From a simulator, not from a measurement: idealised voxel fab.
process module | voxel local oxidation
cross-section cut | 220 nm wide | cells 5 nm
A cross-section is a grid of square cells, given in bands from the top down. A band is one or more rows of cells.
Each band's line starts with the height of the band's top and of its bottom, in nm. Then come its materials from left to right, each with its width in nm. One material with "throughout" fills the band from edge to edge. "air" is empty space.
Height 0 is the level under which the wafer as received is all one material. The lowest band goes on downwards, as in "0 down".
A width such as "30 to 40" changes by the same amount from each row of cells to the next, from the band's top row to its bottom row.
"no change" after a step means that no cell of the cross-section changed.
closed voids: empty space of 8 cells or more with no open way to the top, each as width x height at its distance from the left edge, in nm
after a step's settings: what the simulator itself notes on the step
overlay nm, on a step with a mask: how far to the right of its planned place the mask lay; to the left if negative
plan
1 op RECEIVE | material Si
2 op CONFORMAL_DEP | material SiO2 | thk nm 5
3 op CONFORMAL_DEP | material SiN | thk nm 10
4 op MASKED_ETCH | tone cover | mask id ACTIVE | width nm 95 | etch materials SiN | depth nm 10 | overlay nm 0
5 op SELECTIVE_ETCH | etch materials SiO2 | depth nm 5
6 op OXIDIZE | depth nm 15
7 op STRIP | etch materials SiN
as received, after step 1
  0 down: Si throughout
  closed voids: none
first wafer at the end, as planned
  5 to 0: air 65 | SiO2 85 | air 70
  0 to -15: SiO2 80 | Si 55 | SiO2 85
  -15 down: Si throughout
  closed voids: none
second wafer at the end: like start, like plan, one mistake
  5 to 0: air 65 | SiO2 85 | air 70
  0 to -5: SiO2 70 | Si 75 | SiO2 75
  -5 down: Si throughout
  closed voids: none
what went wrong: step 6 ran as: op OXIDIZE | depth nm 5
at the end the second wafer has, in cells: 70 more of Si | 70 fewer of SiO2
